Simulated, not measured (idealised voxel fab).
This section sets out a process module, namely voxel gate over fins.
For reference, the cross-section in this document is cut, with width 235 nm and square cells of 5 nm.
Cross-sections here: square-cell grids, written as top-down lists of bands, a band being one or more rows of cells.
Band entry format. Leading values: height of top, height of bottom, nm. Remainder: materials in left-to-right order, each with its width in nm. Special words: "full width" on a single material, which then fills the band edge to edge; "blank", empty space.
Heights from 0 (as-received wafer is one material below). Bottom band endless downward, as "top 0, no bottom".
The expression "30->40" gives the width at the extremes of the band, the first number at its top row of cells and the second at its bottom row, with the width changing by equal amounts from each row to the next in between.
What does "no modifications" mean for a step? It means no cell of the cross-section changed in that step.
What "Listed closed voids" gives you is every empty space of 8 cells or more that is cut off from the top. Each appears as width x height at distance, with the distance taken from the left edge and width, height and distance all in nm.
after a step's settings: what the simulator itself notes on the step
The setting "overlay nm" may be written on the line of a step. When the step uses a mask, the value reports how far to the right of the planned place the mask lay, and a negative value reports that it lay to the left.
PLANNED STEP LIST FOR THE PROCESS
1. RECEIVE,material Si
2. CONFORMAL_DEP,material SiN,thk nm 10
3. DIRECTIONAL_DEP,material aC,thk nm 10
4. PATTERN,tone cover,mask id FINS,material resist,width nm 15,pitch nm 50,thk nm 25,overlay nm 0
5. DIRECTIONAL_ETCH,etch materials aC,depth nm 10
6. STRIP,etch materials resist
7. DIRECTIONAL_ETCH,etch materials SiN,depth nm 10
8. DIRECTIONAL_ETCH,etch materials Si,depth nm 35
9. STRIP,etch materials aC
10. OXIDIZE,depth nm 5
11. FILL_DEP,material SiO2,thk nm 10
12. CMP,height nm 10
13. DIRECTIONAL_DEP,material aC,thk nm 10
14. PATTERN,tone open,mask id RAIL,material resist,width nm 15,thk nm 30,overlay nm 0
15. DIRECTIONAL_ETCH,etch materials aC,depth nm 10
16. STRIP,etch materials resist
17. DIRECTIONAL_ETCH,etch materials SiO2,depth nm 40
18. STRIP,etch materials aC
19. CONFORMAL_DEP,material TiN,thk nm 5
20. FILL_DEP,material Ru,thk nm 5
21. CMP,height nm 10
22. SELECTIVE_ETCH,etch materials W Ru TiN,depth nm 35
23. FILL_DEP,material SiO2,thk nm 5
24. CMP,height nm 10
25. SELECTIVE_ETCH,etch materials SiO2,depth nm 25
26. STRIP,etch materials SiN
27. CONFORMAL_DEP,material HfO2,thk nm 5
28. CONFORMAL_DEP,material TiN,thk nm 5
29. CONFORMAL_DEP,material TiAl,thk nm 5
30. CONFORMAL_DEP,material TiN,thk nm 5
31. FILL_DEP,material W,thk nm 10
32. CMP,height nm 25
33. CONFORMAL_DEP,material SiN,thk nm 10
FIRST WAFER, AS PLANNED
CROSS-SECTION OF THE WAFER UPON ARRIVAL, REPRESENTING THE STATE REACHED AFTER STEP 1
    top 0, no bottom | Si full width
    Listed closed voids: none
AFTER STEP 2, IN CROSS-SECTION
    top 10, bottom 0 | SiN full width
    Rest of section, below 0: as before.
AFTER STEP 3, IN CROSS-SECTION
    top 20, bottom 10 | aC full width
    Rest of section, below 10: as before.
AFTER STEP 4, IN CROSS-SECTION
    top 45, bottom 20 | blank=35 / resist=15 / blank=35 / resist=15 / blank=35 / resist=15 / blank=35 / resist=15 / blank=35
    Rest of section, below 20: as before.
AFTER STEP 5, IN CROSS-SECTION
    top 35, bottom 20 | blank=35 / resist=15 / blank=35 / resist=15 / blank=35 / resist=15 / blank=35 / resist=15 / blank=35
    top 20, bottom 10 | blank=35 / aC=15 / blank=35 / aC=15 / blank=35 / aC=15 / blank=35 / aC=15 / blank=35
    Rest of section, below 10: as before.
AFTER STEP 6, IN CROSS-SECTION
    top 20, bottom 10 | blank=35 / aC=15 / blank=35 / aC=15 / blank=35 / aC=15 / blank=35 / aC=15 / blank=35
    Rest of section, below 10: as before.
AFTER STEP 7, IN CROSS-SECTION
    top 20, bottom 10 | blank=35 / aC=15 / blank=35 / aC=15 / blank=35 / aC=15 / blank=35 / aC=15 / blank=35
    top 10, bottom 0 | blank=35 / SiN=15 / blank=35 / SiN=15 / blank=35 / SiN=15 / blank=35 / SiN=15 / blank=35
    Rest of section, below 0: as before.
AFTER STEP 8, IN CROSS-SECTION
    top 20, bottom 10 | blank=35 / aC=15 / blank=35 / aC=15 / blank=35 / aC=15 / blank=35 / aC=15 / blank=35
    top 10, bottom 0 | blank=35 / SiN=15 / blank=35 / SiN=15 / blank=35 / SiN=15 / blank=35 / SiN=15 / blank=35
    top 0, bottom -35 | blank=35 / Si=15 / blank=35 / Si=15 / blank=35 / Si=15 / blank=35 / Si=15 / blank=35
    Rest of section, below -35: as before.
AFTER STEP 9, IN CROSS-SECTION
    top 10, bottom 0 | blank=35 / SiN=15 / blank=35 / SiN=15 / blank=35 / SiN=15 / blank=35 / SiN=15 / blank=35
    Rest of section, below 0: as before.
AFTER STEP 10, IN CROSS-SECTION
    top 10, bottom 0 | blank=35 / SiN=15 / blank=35 / SiN=15 / blank=35 / SiN=15 / blank=35 / SiN=15 / blank=35
    top 0, bottom -35 | blank=35 / SiO2=5 / Si=5 / SiO2=5 / blank=35 / SiO2=5 / Si=5 / SiO2=5 / blank=35 / SiO2=5 / Si=5 / SiO2=5 / blank=35 / SiO2=5 / Si=5 / SiO2=5 / blank=35
    top -35, bottom -40 | SiO2=40 / Si=5 / SiO2=45 / Si=5 / SiO2=45 / Si=5 / SiO2=45 / Si=5 / SiO2=40
    Rest of section, below -40: as before.
AFTER STEP 11, IN CROSS-SECTION
    top 20, bottom 10 | SiO2 full width
    top 10, bottom 0 | SiO2=35 / SiN=15 / SiO2=35 / SiN=15 / SiO2=35 / SiN=15 / SiO2=35 / SiN=15 / SiO2=35
    top 0, bottom -40 | SiO2=40 / Si=5 / SiO2=45 / Si=5 / SiO2=45 / Si=5 / SiO2=45 / Si=5 / SiO2=40
    Rest of section, below -40: as before.
AFTER STEP 12, IN CROSS-SECTION
    top 10, bottom 0 | SiO2=35 / SiN=15 / SiO2=35 / SiN=15 / SiO2=35 / SiN=15 / SiO2=35 / SiN=15 / SiO2=35
    Rest of section, below 0: as before.
AFTER STEP 13, IN CROSS-SECTION
    top 20, bottom 10 | aC full width
    Rest of section, below 10: as before.
AFTER STEP 14, IN CROSS-SECTION
    top 50, bottom 20 | resist=60 / blank=15 / resist=160
    Rest of section, below 20: as before.
AFTER STEP 15, IN CROSS-SECTION
    top 40, bottom 20 | resist=60 / blank=15 / resist=160
    top 20, bottom 10 | aC=60 / blank=15 / aC=160
    Rest of section, below 10: as before.
AFTER STEP 16, IN CROSS-SECTION
    top 20, bottom 10 | aC=60 / blank=15 / aC=160
    Rest of section, below 10: as before.
AFTER STEP 17, IN CROSS-SECTION
    top 20, bottom 10 | aC=60 / blank=15 / aC=160
    top 10, bottom 0 | SiO2=35 / SiN=15 / SiO2=10 / blank=15 / SiO2=10 / SiN=15 / SiO2=35 / SiN=15 / SiO2=35 / SiN=15 / SiO2=35
    top 0, bottom -30 | SiO2=40 / Si=5 / SiO2=15 / blank=15 / SiO2=15 / Si=5 / SiO2=45 / Si=5 / SiO2=45 / Si=5 / SiO2=40
    Rest of section, below -30: as before.
AFTER STEP 18, IN CROSS-SECTION
    top 10, bottom 0 | SiO2=35 / SiN=15 / SiO2=10 / blank=15 / SiO2=10 / SiN=15 / SiO2=35 / SiN=15 / SiO2=35 / SiN=15 / SiO2=35
    Rest of section, below 0: as before.
AFTER STEP 19, IN CROSS-SECTION
    top 15, bottom 10 | TiN=65 / blank=5 / TiN=165
    top 10, bottom 0 | SiO2=35 / SiN=15 / SiO2=10 / TiN=5 / blank=5 / TiN=5 / SiO2=10 / SiN=15 / SiO2=35 / SiN=15 / SiO2=35 / SiN=15 / SiO2=35
    top 0, bottom -25 | SiO2=40 / Si=5 / SiO2=15 / TiN=5 / blank=5 / TiN=5 / SiO2=15 / Si=5 / SiO2=45 / Si=5 / SiO2=45 / Si=5 / SiO2=40
    top -25, bottom -30 | SiO2=40 / Si=5 / SiO2=15 / TiN=15 / SiO2=15 / Si=5 / SiO2=45 / Si=5 / SiO2=45 / Si=5 / SiO2=40
    Rest of section, below -30: as before.
AFTER STEP 20, IN CROSS-SECTION
    top 20, bottom 15 | Ru full width
    top 15, bottom 10 | TiN=65 / Ru=5 / TiN=165
    top 10, bottom 0 | SiO2=35 / SiN=15 / SiO2=10 / TiN=5 / Ru=5 / TiN=5 / SiO2=10 / SiN=15 / SiO2=35 / SiN=15 / SiO2=35 / SiN=15 / SiO2=35
    top 0, bottom -25 | SiO2=40 / Si=5 / SiO2=15 / TiN=5 / Ru=5 / TiN=5 / SiO2=15 / Si=5 / SiO2=45 / Si=5 / SiO2=45 / Si=5 / SiO2=40
    Rest of section, below -25: as before.
AFTER STEP 21, IN CROSS-SECTION
    top 10, bottom 0 | SiO2=35 / SiN=15 / SiO2=10 / TiN=5 / Ru=5 / TiN=5 / SiO2=10 / SiN=15 / SiO2=35 / SiN=15 / SiO2=35 / SiN=15 / SiO2=35
    Rest of section, below 0: as before.
AFTER STEP 22, IN CROSS-SECTION
    top 10, bottom 0 | SiO2=35 / SiN=15 / SiO2=10 / blank=15 / SiO2=10 / SiN=15 / SiO2=35 / SiN=15 / SiO2=35 / SiN=15 / SiO2=35
    top 0, bottom -25 | SiO2=40 / Si=5 / SiO2=15 / blank=15 / SiO2=15 / Si=5 / SiO2=45 / Si=5 / SiO2=45 / Si=5 / SiO2=40
    Rest of section, below -25: as before.
AFTER STEP 23, IN CROSS-SECTION
    top 15, bottom 10 | SiO2 full width
    top 10, bottom 0 | SiO2=35 / SiN=15 / SiO2=35 / SiN=15 / SiO2=35 / SiN=15 / SiO2=35 / SiN=15 / SiO2=35
    top 0, bottom -25 | SiO2=40 / Si=5 / SiO2=45 / Si=5 / SiO2=45 / Si=5 / SiO2=45 / Si=5 / SiO2=40
    Rest of section, below -25: as before.
AFTER STEP 24, IN CROSS-SECTION
    top 10, bottom 0 | SiO2=35 / SiN=15 / SiO2=35 / SiN=15 / SiO2=35 / SiN=15 / SiO2=35 / SiN=15 / SiO2=35
    Rest of section, below 0: as before.
AFTER STEP 25, IN CROSS-SECTION
    top 10, bottom 0 | blank=35 / SiN=15 / blank=35 / SiN=15 / blank=35 / SiN=15 / blank=35 / SiN=15 / blank=35
    top 0, bottom -15 | blank=40 / Si=5 / blank=45 / Si=5 / blank=45 / Si=5 / blank=45 / Si=5 / blank=40
    Rest of section, below -15: as before.
AFTER STEP 26, IN CROSS-SECTION
    top 0, bottom -15 | blank=40 / Si=5 / blank=45 / Si=5 / blank=45 / Si=5 / blank=45 / Si=5 / blank=40
    Rest of section, below -15: as before.
AFTER STEP 27, IN CROSS-SECTION
    top 5, bottom 0 | blank=35 / HfO2=15 / blank=35 / HfO2=15 / blank=35 / HfO2=15 / blank=35 / HfO2=15 / blank=35
    top 0, bottom -10 | blank=35 / HfO2=5 / Si=5 / HfO2=5 / blank=35 / HfO2=5 / Si=5 / HfO2=5 / blank=35 / HfO2=5 / Si=5 / HfO2=5 / blank=35 / HfO2=5 / Si=5 / HfO2=5 / blank=35
    top -10, bottom -15 | HfO2=40 / Si=5 / HfO2=45 / Si=5 / HfO2=45 / Si=5 / HfO2=45 / Si=5 / HfO2=40
    Rest of section, below -15: as before.
AFTER STEP 28, IN CROSS-SECTION
    top 10, bottom 5 | blank=30 / TiN=25 / blank=25 / TiN=25 / blank=25 / TiN=25 / blank=25 / TiN=25 / blank=30
    top 5, bottom 0 | blank=30 / TiN=5 / HfO2=15 / TiN=5 / blank=25 / TiN=5 / HfO2=15 / TiN=5 / blank=25 / TiN=5 / HfO2=15 / TiN=5 / blank=25 / TiN=5 / HfO2=15 / TiN=5 / blank=30
    top 0, bottom -5 | blank=30 / TiN=5 / HfO2=5 / Si=5 / HfO2=5 / TiN=5 / blank=25 / TiN=5 / HfO2=5 / Si=5 / HfO2=5 / TiN=5 / blank=25 / TiN=5 / HfO2=5 / Si=5 / HfO2=5 / TiN=5 / blank=25 / TiN=5 / HfO2=5 / Si=5 / HfO2=5 / TiN=5 / blank=30
    top -5, bottom -10 | TiN=35 / HfO2=5 / Si=5 / HfO2=5 / TiN=35 / HfO2=5 / Si=5 / HfO2=5 / TiN=35 / HfO2=5 / Si=5 / HfO2=5 / TiN=35 / HfO2=5 / Si=5 / HfO2=5 / TiN=35
    Rest of section, below -10: as before.
AFTER STEP 29, IN CROSS-SECTION
    top 15, bottom 10 | blank=25 / TiAl=35 / blank=15 / TiAl=35 / blank=15 / TiAl=35 / blank=15 / TiAl=35 / blank=25
    top 10, bottom 5 | blank=25 / TiAl=5 / TiN=25 / TiAl=5 / blank=15 / TiAl=5 / TiN=25 / TiAl=5 / blank=15 / TiAl=5 / TiN=25 / TiAl=5 / blank=15 / TiAl=5 / TiN=25 / TiAl=5 / blank=25
    top 5, bottom 0 | blank=25 / TiAl=5 / TiN=5 / HfO2=15 / TiN=5 / TiAl=5 / blank=15 / TiAl=5 / TiN=5 / HfO2=15 / TiN=5 / TiAl=5 / blank=15 / TiAl=5 / TiN=5 / HfO2=15 / TiN=5 / TiAl=5 / blank=15 / TiAl=5 / TiN=5 / HfO2=15 / TiN=5 / TiAl=5 / blank=25
    top 0, bottom -5 | TiAl=30 / TiN=5 / HfO2=5 / Si=5 / HfO2=5 / TiN=5 / TiAl=25 / TiN=5 / HfO2=5 / Si=5 / HfO2=5 / TiN=5 / TiAl=25 / TiN=5 / HfO2=5 / Si=5 / HfO2=5 / TiN=5 / TiAl=25 / TiN=5 / HfO2=5 / Si=5 / HfO2=5 / TiN=5 / TiAl=30
    Rest of section, below -5: as before.
AFTER STEP 30, IN CROSS-SECTION
    top 20, bottom 15 | blank=20 / TiN=45 / blank=5 / TiN=45 / blank=5 / TiN=45 / blank=5 / TiN=45 / blank=20
    top 15, bottom 10 | blank=20 / TiN=5 / TiAl=35 / TiN=5 / blank=5 / TiN=5 / TiAl=35 / TiN=5 / blank=5 / TiN=5 / TiAl=35 / TiN=5 / blank=5 / TiN=5 / TiAl=35 / TiN=5 / blank=20
    top 10, bottom 5 | blank=20 / TiN=5 / TiAl=5 / TiN=25 / TiAl=5 / TiN=5 / blank=5 / TiN=5 / TiAl=5 / TiN=25 / TiAl=5 / TiN=5 / blank=5 / TiN=5 / TiAl=5 / TiN=25 / TiAl=5 / TiN=5 / blank=5 / TiN=5 / TiAl=5 / TiN=25 / TiAl=5 / TiN=5 / blank=20
    top 5, bottom 0 | TiN=25 / TiAl=5 / TiN=5 / HfO2=15 / TiN=5 / TiAl=5 / TiN=15 / TiAl=5 / TiN=5 / HfO2=15 / TiN=5 / TiAl=5 / TiN=15 / TiAl=5 / TiN=5 / HfO2=15 / TiN=5 / TiAl=5 / TiN=15 / TiAl=5 / TiN=5 / HfO2=15 / TiN=5 / TiAl=5 / TiN=25
    Rest of section, below 0: as before.
AFTER STEP 31, IN CROSS-SECTION
    top 30, bottom 20 | W full width
    top 20, bottom 15 | W=20 / TiN=45 / W=5 / TiN=45 / W=5 / TiN=45 / W=5 / TiN=45 / W=20
    top 15, bottom 10 | W=20 / TiN=5 / TiAl=35 / TiN=5 / W=5 / TiN=5 / TiAl=35 / TiN=5 / W=5 / TiN=5 / TiAl=35 / TiN=5 / W=5 / TiN=5 / TiAl=35 / TiN=5 / W=20
    top 10, bottom 5 | W=20 / TiN=5 / TiAl=5 / TiN=25 / TiAl=5 / TiN=5 / W=5 / TiN=5 / TiAl=5 / TiN=25 / TiAl=5 / TiN=5 / W=5 / TiN=5 / TiAl=5 / TiN=25 / TiAl=5 / TiN=5 / W=5 / TiN=5 / TiAl=5 / TiN=25 / TiAl=5 / TiN=5 / W=20
    Rest of section, below 5: as before.
AFTER STEP 32, IN CROSS-SECTION
    top 25, bottom 20 | W full width
    Rest of section, below 20: as before.
AFTER STEP 33, IN CROSS-SECTION
    top 35, bottom 25 | SiN full width
    Rest of section, below 25: as before.
WHAT FOLLOWS CONCERNS THE SECOND WAFER, WHICH STARTED OUT LIKE THE FIRST AND WAS MEANT TO FOLLOW THE VERY SAME PLAN; ONE MISTAKE CREPT IN WHEN IT WAS RUN, BUT EVERYTHING UP TO AND INCLUDING STEP 22 IS THE SAME AS FOR THE FIRST WAFER
CROSS-SECTION: SECOND WAFER, TIME AT WHICH STEP 23 WAS SCHEDULED TO END
    top 15, bottom 10 | aC full width
    top 10, bottom 0 | SiO2=35 / SiN=15 / SiO2=10 / aC=15 / SiO2=10 / SiN=15 / SiO2=35 / SiN=15 / SiO2=35 / SiN=15 / SiO2=35
    top 0, bottom -25 | SiO2=40 / Si=5 / SiO2=15 / aC=15 / SiO2=15 / Si=5 / SiO2=45 / Si=5 / SiO2=45 / Si=5 / SiO2=40
    Rest of section, below -25: as before.
CROSS-SECTION: SECOND WAFER, TIME AT WHICH STEP 24 WAS SCHEDULED TO END
    top 10, bottom 0 | SiO2=35 / SiN=15 / SiO2=10 / aC=15 / SiO2=10 / SiN=15 / SiO2=35 / SiN=15 / SiO2=35 / SiN=15 / SiO2=35
    Rest of section, below 0: as before.
CROSS-SECTION: SECOND WAFER, TIME AT WHICH STEP 25 WAS SCHEDULED TO END
    top 10, bottom 0 | blank=35 / SiN=15 / blank=10 / aC=15 / blank=10 / SiN=15 / blank=35 / SiN=15 / blank=35 / SiN=15 / blank=35
    top 0, bottom -15 | blank=40 / Si=5 / blank=15 / aC=15 / blank=15 / Si=5 / blank=45 / Si=5 / blank=45 / Si=5 / blank=40
    Rest of section, below -15: as before.
CROSS-SECTION: SECOND WAFER, TIME AT WHICH STEP 26 WAS SCHEDULED TO END
    top 10, bottom 0 | blank=60 / aC=15 / blank=160
    Rest of section, below 0: as before.
CROSS-SECTION: SECOND WAFER, TIME AT WHICH STEP 27 WAS SCHEDULED TO END
    top 15, bottom 10 | blank=55 / HfO2=25 / blank=155
    top 10, bottom 5 | blank=55 / HfO2=5 / aC=15 / HfO2=5 / blank=155
    top 5, bottom 0 | blank=35 / HfO2=15 / blank=5 / HfO2=5 / aC=15 / HfO2=5 / blank=5 / HfO2=15 / blank=35 / HfO2=15 / blank=35 / HfO2=15 / blank=35
    top 0, bottom -10 | blank=35 / HfO2=5 / Si=5 / HfO2=5 / blank=5 / HfO2=5 / aC=15 / HfO2=5 / blank=5 / HfO2=5 / Si=5 / HfO2=5 / blank=35 / HfO2=5 / Si=5 / HfO2=5 / blank=35 / HfO2=5 / Si=5 / HfO2=5 / blank=35
    top -10, bottom -15 | HfO2=40 / Si=5 / HfO2=15 / aC=15 / HfO2=15 / Si=5 / HfO2=45 / Si=5 / HfO2=45 / Si=5 / HfO2=40
    Rest of section, below -15: as before.
CROSS-SECTION: SECOND WAFER, TIME AT WHICH STEP 28 WAS SCHEDULED TO END
    top 20, bottom 15 | blank=50 / TiN=35 / blank=150
    top 15, bottom 10 | blank=50 / TiN=5 / HfO2=25 / TiN=5 / blank=150
    top 10, bottom 5 | blank=30 / TiN=25 / HfO2=5 / aC=15 / HfO2=5 / TiN=25 / blank=25 / TiN=25 / blank=25 / TiN=25 / blank=30
    top 5, bottom 0 | blank=30 / TiN=5 / HfO2=15 / TiN=5 / HfO2=5 / aC=15 / HfO2=5 / TiN=5 / HfO2=15 / TiN=5 / blank=25 / TiN=5 / HfO2=15 / TiN=5 / blank=25 / TiN=5 / HfO2=15 / TiN=5 / blank=30
    top 0, bottom -5 | blank=30 / TiN=5 / HfO2=5 / Si=5 / HfO2=5 / TiN=5 / HfO2=5 / aC=15 / HfO2=5 / TiN=5 / HfO2=5 / Si=5 / HfO2=5 / TiN=5 / blank=25 / TiN=5 / HfO2=5 / Si=5 / HfO2=5 / TiN=5 / blank=25 / TiN=5 / HfO2=5 / Si=5 / HfO2=5 / TiN=5 / blank=30
    top -5, bottom -10 | TiN=35 / HfO2=5 / Si=5 / HfO2=5 / TiN=5 / HfO2=5 / aC=15 / HfO2=5 / TiN=5 / HfO2=5 / Si=5 / HfO2=5 / TiN=35 / HfO2=5 / Si=5 / HfO2=5 / TiN=35 / HfO2=5 / Si=5 / HfO2=5 / TiN=35
    Rest of section, below -10: as before.
CROSS-SECTION: SECOND WAFER, TIME AT WHICH STEP 29 WAS SCHEDULED TO END
    top 25, bottom 20 | blank=45 / TiAl=45 / blank=145
    top 20, bottom 15 | blank=45 / TiAl=5 / TiN=35 / TiAl=5 / blank=145
    top 15, bottom 10 | blank=25 / TiAl=25 / TiN=5 / HfO2=25 / TiN=5 / TiAl=25 / blank=15 / TiAl=35 / blank=15 / TiAl=35 / blank=25
    top 10, bottom 5 | blank=25 / TiAl=5 / TiN=25 / HfO2=5 / aC=15 / HfO2=5 / TiN=25 / TiAl=5 / blank=15 / TiAl=5 / TiN=25 / TiAl=5 / blank=15 / TiAl=5 / TiN=25 / TiAl=5 / blank=25
    top 5, bottom 0 | blank=25 / TiAl=5 / TiN=5 / HfO2=15 / TiN=5 / HfO2=5 / aC=15 / HfO2=5 / TiN=5 / HfO2=15 / TiN=5 / TiAl=5 / blank=15 / TiAl=5 / TiN=5 / HfO2=15 / TiN=5 / TiAl=5 / blank=15 / TiAl=5 / TiN=5 / HfO2=15 / TiN=5 / TiAl=5 / blank=25
    top 0, bottom -5 | TiAl=30 / TiN=5 / HfO2=5 / Si=5 / HfO2=5 / TiN=5 / HfO2=5 / aC=15 / HfO2=5 / TiN=5 / HfO2=5 / Si=5 / HfO2=5 / TiN=5 / TiAl=25 / TiN=5 / HfO2=5 / Si=5 / HfO2=5 / TiN=5 / TiAl=25 / TiN=5 / HfO2=5 / Si=5 / HfO2=5 / TiN=5 / TiAl=30
    Rest of section, below -5: as before.
CROSS-SECTION: SECOND WAFER, TIME AT WHICH STEP 30 WAS SCHEDULED TO END
    top 30, bottom 25 | blank=40 / TiN=55 / blank=140
    top 25, bottom 20 | blank=40 / TiN=5 / TiAl=45 / TiN=5 / blank=140
    top 20, bottom 15 | blank=20 / TiN=25 / TiAl=5 / TiN=35 / TiAl=5 / TiN=25 / blank=5 / TiN=45 / blank=5 / TiN=45 / blank=20
    top 15, bottom 10 | blank=20 / TiN=5 / TiAl=25 / TiN=5 / HfO2=25 / TiN=5 / TiAl=25 / TiN=5 / blank=5 / TiN=5 / TiAl=35 / TiN=5 / blank=5 / TiN=5 / TiAl=35 / TiN=5 / blank=20
    top 10, bottom 5 | blank=20 / TiN=5 / TiAl=5 / TiN=25 / HfO2=5 / aC=15 / HfO2=5 / TiN=25 / TiAl=5 / TiN=5 / blank=5 / TiN=5 / TiAl=5 / TiN=25 / TiAl=5 / TiN=5 / blank=5 / TiN=5 / TiAl=5 / TiN=25 / TiAl=5 / TiN=5 / blank=20
    top 5, bottom 0 | TiN=25 / TiAl=5 / TiN=5 / HfO2=15 / TiN=5 / HfO2=5 / aC=15 / HfO2=5 / TiN=5 / HfO2=15 / TiN=5 / TiAl=5 / TiN=15 / TiAl=5 / TiN=5 / HfO2=15 / TiN=5 / TiAl=5 / TiN=15 / TiAl=5 / TiN=5 / HfO2=15 / TiN=5 / TiAl=5 / TiN=25
    Rest of section, below 0: as before.
CROSS-SECTION: SECOND WAFER, TIME AT WHICH STEP 31 WAS SCHEDULED TO END
    top 40, bottom 30 | W full width
    top 30, bottom 25 | W=40 / TiN=55 / W=140
    top 25, bottom 20 | W=40 / TiN=5 / TiAl=45 / TiN=5 / W=140
    top 20, bottom 15 | W=20 / TiN=25 / TiAl=5 / TiN=35 / TiAl=5 / TiN=25 / W=5 / TiN=45 / W=5 / TiN=45 / W=20
    top 15, bottom 10 | W=20 / TiN=5 / TiAl=25 / TiN=5 / HfO2=25 / TiN=5 / TiAl=25 / TiN=5 / W=5 / TiN=5 / TiAl=35 / TiN=5 / W=5 / TiN=5 / TiAl=35 / TiN=5 / W=20
    top 10, bottom 5 | W=20 / TiN=5 / TiAl=5 / TiN=25 / HfO2=5 / aC=15 / HfO2=5 / TiN=25 / TiAl=5 / TiN=5 / W=5 / TiN=5 / TiAl=5 / TiN=25 / TiAl=5 / TiN=5 / W=5 / TiN=5 / TiAl=5 / TiN=25 / TiAl=5 / TiN=5 / W=20
    Rest of section, below 5: as before.
CROSS-SECTION: SECOND WAFER, TIME AT WHICH STEP 32 WAS SCHEDULED TO END
    top 25, bottom 20 | W=40 / TiN=5 / TiAl=45 / TiN=5 / W=140
    Rest of section, below 20: as before.
CROSS-SECTION: SECOND WAFER, TIME AT WHICH STEP 33 WAS SCHEDULED TO END
    top 35, bottom 25 | SiN full width
    Rest of section, below 25: as before.
Here's what went sideways: step 23 ran with different settings than intended, the actual operation and settings being FILL_DEP,material aC,thk nm 5
Materials where the second wafer ends with more or fewer cells than the first: +10 HfO2 | -6 SiO2 | -2 TiAl | -9 TiN | -14 W | +21 aC
